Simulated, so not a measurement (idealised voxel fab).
A process module follows: voxel self aligned vias.
Section shown: cut. Width: 145 nm. Cell size: 5 nm, square.
In this document a cross-section is written as a grid of square cells. It is given as a series of bands, listed from the top down, and a band is one or more rows of cells. Read a band's entry like this: the first values are the height of its top and the height of its bottom in nm, and what follows is the sequence of materials from left to right, each with its width in nm. Note that "empty" is empty space, and that a single material marked "all across" reaches across the band from edge to edge. Convention: height 0 is the level below which the wafer, as received, is all one material. The lowest band does not terminate at the bottom but continues downward, represented as "0 nm and below". Read "30->40" as a graded width: first number on top, second number at the bottom, same change between each pair of neighbouring rows. No cell of the cross-section changed in a step that is given as "nothing changed". "Closed void list" specifies each empty space that is not open to the top and that occupies no fewer than 8 cells, using the form width x height at distance, the distance measured from the left edge and all three quantities in nm. Note: text after step settings on the step line = simulator remark on that step. The optional step-line setting "overlay nm" applies to steps with a mask and quantifies how far to the right of its planned location the mask lay, a negative value indicating leftward placement. If you're wondering how to read the rest of this, here's the deal. It's pairs of cross-sections: one from before a process step, one from after it. The after one is only drawn as far down as the lowest band that changed. Right under each pair you'll see which step sits between them and what its settings were. Don't read the pairs as one continuous story, though. They can come from different runs of this module on the same starting wafer, and a pair only carries on from the one above it where its entry headed "Cross-section, before" says so.
CROSS-SECTION, BEFORE
- 60 nm to 45 nm  25 empty, 30 aC, 30 empty, 30 aC, 30 empty
- 45 nm to 20 nm  SiO2 all across
- 20 nm to 15 nm  SiCN all across
- 15 nm to 0 nm  SiO2 all across
- 0 nm and below  Si all across
- Closed void list: none
RESULTING STRUCTURE
- 60 nm to 45 nm  25 empty, 30 aC, 30 empty, 30 aC, 30 empty
- 45 nm to 20 nm  25 empty, 30 SiO2, 30 empty, 30 SiO2, 30 empty
- below 20: unchanged
- Closed void list: none
Which operation links the two cross-sections above? DIRECTIONAL_ETCH with etch materials SiO2, depth nm 25
Cross-section, before: per the after cross-section of the pair just above.
RESULTING STRUCTURE
- 45 nm to 20 nm  25 empty, 30 SiO2, 30 empty, 30 SiO2, 30 empty
- below 20: unchanged
- Closed void list: none
Which operation links the two cross-sections above? STRIP with etch materials aC
Cross-section, before: per the after cross-section of the pair just above.
RESULTING STRUCTURE
- 50 nm to 45 nm  20 empty, 40 TiN, 20 empty, 40 TiN, 25 empty
- 45 nm to 25 nm  20 empty, 5 TiN, 30 SiO2, 5 TiN, 20 empty, 5 TiN, 30 SiO2, 5 TiN, 25 empty
- 25 nm to 20 nm  25 TiN, 30 SiO2, 30 TiN, 30 SiO2, 30 TiN
- below 20: unchanged
- Closed void list: none
Which operation links the two cross-sections above? CONFORMAL_DEP with material TiN, thk nm 5
Cross-section, before: per the after cross-section of the pair just above.
RESULTING STRUCTURE
- 55 nm to 50 nm  Ru all across
- 50 nm to 45 nm  20 Ru, 40 TiN, 20 Ru, 40 TiN, 25 Ru
- 45 nm to 25 nm  20 Ru, 5 TiN, 30 SiO2, 5 TiN, 20 Ru, 5 TiN, 30 SiO2, 5 TiN, 25 Ru
- below 25: unchanged
- Closed void list: none
Which operation links the two cross-sections above? FILL_DEP with material Ru, thk nm 5
Cross-section, before: per the after cross-section of the pair just above.
RESULTING STRUCTURE
- 45 nm to 25 nm  20 Ru, 5 TiN, 30 SiO2, 5 TiN, 20 Ru, 5 TiN, 30 SiO2, 5 TiN, 25 Ru
- below 25: unchanged
- Closed void list: none
Which operation links the two cross-sections above? CMP with height nm 45
Cross-section, before: per the after cross-section of the pair just above.
RESULTING STRUCTURE
- 45 nm to 40 nm  25 empty, 30 SiO2, 30 empty, 30 SiO2, 30 empty
- below 40: unchanged
- Closed void list: none
Which operation links the two cross-sections above? SELECTIVE_ETCH with etch materials W Ru TiN, depth nm 5
Cross-section, before: per the after cross-section of the pair just above.
RESULTING STRUCTURE
- 50 nm to 45 nm  SiN all across
- 45 nm to 40 nm  25 SiN, 30 SiO2, 30 SiN, 30 SiO2, 30 SiN
- below 40: unchanged
- Closed void list: none
Which operation links the two cross-sections above? FILL_DEP with material SiN, thk nm 5
Cross-section, before: per the after cross-section of the pair just above.
RESULTING STRUCTURE
- 45 nm to 40 nm  25 SiN, 30 SiO2, 30 SiN, 30 SiO2, 30 SiN
- below 40: unchanged
- Closed void list: none
Which operation links the two cross-sections above? CMP with height nm 45
Cross-section, before: per the after cross-section of the pair just above.
RESULTING STRUCTURE
- 60 nm to 45 nm  SiO2 all across
- below 45: unchanged
- Closed void list: none
Which operation links the two cross-sections above? DIRECTIONAL_DEP with material SiO2, thk nm 15
Cross-section, before: per the after cross-section of the pair just above.
RESULTING STRUCTURE
- 60 nm to 45 nm  20 SiO2, 40 empty, 85 SiO2
- below 45: unchanged
- Closed void list: none
Which operation links the two cross-sections above? MASKED_ETCH with tone open, mask id VIAS, width nm 40, etch materials SiO2, depth nm 15, overlay nm 0
Cross-section, before: per the after cross-section of the pair just above.
RESULTING STRUCTURE
- 60 nm to 45 nm  20 SiO2, 40 empty, 85 SiO2
- 45 nm to 40 nm  20 SiN, 5 empty, 30 SiO2, 5 empty, 25 SiN, 30 SiO2, 30 SiN
- below 40: unchanged
- Closed void list: none
Which operation links the two cross-sections above? MASKED_ETCH with tone open, mask id VIAS, width nm 40, etch materials SiN, depth nm 5, overlay nm 0
Cross-section, before: per the after cross-section of the pair just above.
RESULTING STRUCTURE
- 65 nm to 60 nm  25 TiN, 30 empty, 90 TiN
- 60 nm to 50 nm  20 SiO2, 5 TiN, 30 empty, 5 TiN, 85 SiO2
- 50 nm to 45 nm  20 SiO2, 40 TiN, 85 SiO2
- 45 nm to 40 nm  20 SiN, 5 TiN, 30 SiO2, 5 TiN, 25 SiN, 30 SiO2, 30 SiN
- below 40: unchanged
- Closed void list: none
Which operation links the two cross-sections above? CONFORMAL_DEP with material TiN, thk nm 5
Cross-section, before: per the after cross-section of the pair just above.
RESULTING STRUCTURE
- 70 nm to 65 nm  Cu all across
- 65 nm to 60 nm  25 TiN, 30 Cu, 90 TiN
- 60 nm to 50 nm  20 SiO2, 5 TiN, 30 Cu, 5 TiN, 85 SiO2
- below 50: unchanged
- Closed void list: none
Which operation links the two cross-sections above? FILL_DEP with material Cu, thk nm 5
Cross-section, before: per the after cross-section of the pair just above.
RESULTING STRUCTURE
- 60 nm to 50 nm  20 SiO2, 5 TiN, 30 Cu, 5 TiN, 85 SiO2
- below 50: unchanged
- Closed void list: none
Which operation links the two cross-sections above? CMP with height nm 60
Cross-section, before: per the after cross-section of the pair just above.
RESULTING STRUCTURE
- 65 nm to 60 nm  SiN all across
- below 60: unchanged
- Closed void list: none
Which operation links the two cross-sections above? CONFORMAL_DEP with material SiN, thk nm 5
